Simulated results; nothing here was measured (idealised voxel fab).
This is a process module. Its name is voxel capacitor over wiring.
The cross-section shown here is cut; it is 285 nm wide and divided into square cells measuring 5 nm on a side.
Notation: cross-section as square-cell grid; stated in bands, top first, going down; one or more cell rows per band. Band: top height; bottom height; in nm. Then, left to right: material with width in nm, for each material. "all across": a single material spanning edge to edge. "air": empty space. Below 0: as-received wafer, all one material; heights counted from there. Lowest band: no bottom, goes on down, written "0 down". A width given as "30 to 40" starts at the first number in the band's top row and ends at the second number in its bottom row, shifting by an equal amount at every step from row to row. What does "no alteration" mean for a step? It means no cell of the cross-section changed in that step. If an empty space has no open way to the top and is at least 8 cells in size, "Trapped cavities" lists it, written width x height at distance, where distance is measured from the left edge and every value is in nm. Post-settings text on a step line: simulator's own remark regarding the step. "overlay nm" on a masked step: distance the mask lay right of its planned place, negative for left.
-- Here's what the planned process steps look like
1) RECEIVE, material Si
2) CONFORMAL_DEP, material SiO2, thk nm 10
3) DIRECTIONAL_DEP, material TiN, thk nm 5
4) DIRECTIONAL_DEP, material Ru, thk nm 15
5) PATTERN, tone cover, mask id METAL_1, material resist, width nm 30, pitch nm 80, thk nm 20, overlay nm 0
6) DIRECTIONAL_ETCH, etch materials Ru, depth nm 15
7) DIRECTIONAL_ETCH, etch materials TiN, depth nm 5
8) STRIP, etch materials resist
9) CONFORMAL_DEP, material SiN, thk nm 5
10) FILL_DEP, material lowk, thk nm 5
11) CMP, height nm 30
12) CONFORMAL_DEP, material SiCN, thk nm 5
13) DIRECTIONAL_DEP, material SiO2, thk nm 10
14) MASKED_ETCH, tone open, mask id PLUG_1, width nm 15, etch materials SiO2, depth nm 10, overlay nm 0
15) MASKED_ETCH, tone open, mask id PLUG_1, width nm 15, etch materials SiCN, depth nm 5, overlay nm 0
16) EPI, material Ru, thk nm 10
17) EPI, material Ru, thk nm 5
18) DIRECTIONAL_DEP, material TiN, thk nm 10
19) DIRECTIONAL_DEP, material Al2O3, thk nm 5
20) DIRECTIONAL_DEP, material TiN, thk nm 10
21) PATTERN, tone cover, mask id UPPER_PLATE, material resist, width nm 55, thk nm 20, overlay nm 0
22) DIRECTIONAL_ETCH, etch materials TiN, depth nm 10
23) DIRECTIONAL_ETCH, etch materials Al2O3, depth nm 5
24) STRIP, etch materials resist
25) MASKED_ETCH, tone cover, mask id LOWER_PLATE, width nm 65, etch materials TiN, depth nm 10, overlay nm 0
26) FILL_DEP, material SiO2, thk nm 15
27) CMP, height nm 80
28) DIRECTIONAL_DEP, material aC, thk nm 10
29) PATTERN, tone open, mask id PLUG_2, material resist, width nm 15, thk nm 30, overlay nm 0
30) DIRECTIONAL_ETCH, etch materials aC, depth nm 10
31) STRIP, etch materials resist
32) DIRECTIONAL_ETCH, etch materials SiO2, depth nm 10
33) STRIP, etch materials aC
34) CONFORMAL_DEP, material TiN, thk nm 5
35) FILL_DEP, material Ru, thk nm 5
36) CMP, height nm 80
37) CONFORMAL_DEP, material SiCN, thk nm 5
-- As received (post step 1): cross-section
  0 down  Si all across
  Trapped cavities: none
-- Wafer cross-section at end of module: start and plan as shown above, one execution error
  85 to 80  SiCN all across
  80 to 70  SiO2=110 to 100 / TiN=15 to 25 / SiO2=160
  70 to 65  SiO2=100 / TiN=55 / SiO2=130
  65 to 60  SiO2=100 / Al2O3=20 / TiN=35 / SiO2=130
  60 to 55  SiO2=95 / TiN=25 / Al2O3=35 / SiO2=130
  55 to 50  SiO2=95 / TiN=65 / SiO2=125
  50 to 45  SiO2=95 / Ru=25 / TiN=40 / SiO2=125
  45 to 35  SiO2=100 / Ru=15 / SiO2=170
  35 to 30  TiN all across
  30 to 15  lowk=80 / SiN=5 / Ru=30 / SiN=5 / lowk=40 / SiN=5 / Ru=30 / SiN=5 / lowk=85
  15 to 10  SiN=85 / TiN=30 / SiN=50 / TiN=30 / SiN=90
  10 to 0  SiO2 all across
  0 down  Si all across
  Trapped cavities: none
what went wrong: step 12 off recipe, ran as CONFORMAL_DEP, material TiN, thk nm 5
